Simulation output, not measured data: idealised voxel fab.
Presented below is a process module, voxel self aligned contacts.
Each square cell in cross-section cut measures 5 nm, and the section as a whole is 175 nm wide.
A cross-section is a grid of square cells, given in bands from the top down. A band is one or more rows of cells.
Band: top and bottom heights (nm) first, top before bottom; then materials from left to right, widths in nm. "edge to edge" marks a sole material filling the band edge to edge. "air" denotes empty space.
Ref level 0: as-received wafer is one material below here. Bottom band extends down with no lower bound ("0..down").
So if you see something like "30->40" for the width, read it as the top row of the band sitting at the first number and the bottom row at the second, with every row in between moving by the same amount as the last.
Where a step carries "no change", the cross-section came out of it unchanged, cell for cell.
This entry, "Fully closed voids", enumerates those empty regions of no fewer than 8 cells that possess no open connection to the top. Each region is reported in the form width x height at distance, the distance being taken from the left edge, with all three quantities expressed in nm.
Post-settings text on a step line: simulator's own remark regarding the step.
"overlay nm", when on a step's line for a step with a mask, measures how far to the right of its planned place the mask lay; a negative measure means to the left.

[Steps planned for the process]
1,RECEIVE with material Si
2,CONFORMAL_DEP with material SiO2, thk nm 5
3,DIRECTIONAL_DEP with material polySi, thk nm 25
4,DIRECTIONAL_DEP with material SiN, thk nm 15
5,DIRECTIONAL_DEP with material aC, thk nm 10
6,PATTERN with tone cover, mask id GATE, material resist, width nm 30, pitch nm 55, thk nm 30, overlay nm 0
7,DIRECTIONAL_ETCH with etch materials aC, depth nm 10
8,STRIP with etch materials resist
9,DIRECTIONAL_ETCH with etch materials SiN, depth nm 15
10,DIRECTIONAL_ETCH with etch materials polySi, depth nm 25
11,STRIP with etch materials aC
12,CONFORMAL_DEP with material SiN, thk nm 5
13,DIRECTIONAL_ETCH with etch materials SiN, depth nm 5
14,FILL_DEP with material SiO2, thk nm 20
15,CMP with height nm 55
16,MASKED_ETCH with tone open, mask id CONTACT, width nm 35, etch materials SiO2, depth nm 55, overlay nm 0
17,CONFORMAL_DEP with material TiN, thk nm 5
18,FILL_DEP with material Ru, thk nm 5
19,CMP with height nm 55
20,CONFORMAL_DEP with material SiCN, thk nm 5

[Here's what the wafer looked like in cross-section when it arrived - that's after step 1]
	0..down: Si edge to edge
	Fully closed voids: none

[End-of-module cross-section of the first of two wafers, processed as planned]
	60..55: SiCN edge to edge
	55..45: SiO2=70 / TiN=5->15 / Ru=25->5 / TiN=5->15 / SiO2=70
	45..30: SiO2=40 / SiN=40 / TiN=5 / Ru=5 / TiN=5 / SiN=40 / SiO2=40
	30..5: SiO2=40 / SiN=5 / polySi=30 / SiN=5 / TiN=5 / Ru=5 / TiN=5 / SiN=5 / polySi=30 / SiN=5 / SiO2=40
	5..0: SiO2=80 / TiN=15 / SiO2=80
	0..down: Si edge to edge
	Fully closed voids: none

[Cross-section at end of module for the second wafer of two, which matched the first in starting point and plan and differed by one mistake in its processing]
	60..55: SiCN edge to edge
	55..45: SiO2=75 / TiN=5->10 / Ru=15->5 / TiN=5->10 / SiO2=75
	45..30: SiO2=40 / SiN=40 / TiN=5 / Ru=5 / TiN=5 / SiN=40 / SiO2=40
	30..5: SiO2=40 / SiN=5 / polySi=30 / SiN=5 / TiN=5 / Ru=5 / TiN=5 / SiN=5 / polySi=30 / SiN=5 / SiO2=40
	5..0: SiO2=80 / TiN=15 / SiO2=80
	0..down: Si edge to edge
	Fully closed voids: none
What was the processing mistake? in deviation from the planned setting, step 16 was conducted as MASKED_ETCH with tone open, mask id CONTACT, width nm 25, etch materials SiO2, depth nm 55, overlay nm 0
Looking at both finished wafers in cells, the second ends up ahead of or behind the first on some materials: 2 fewer of Ru | 4 more of SiO2 | 2 fewer of TiN
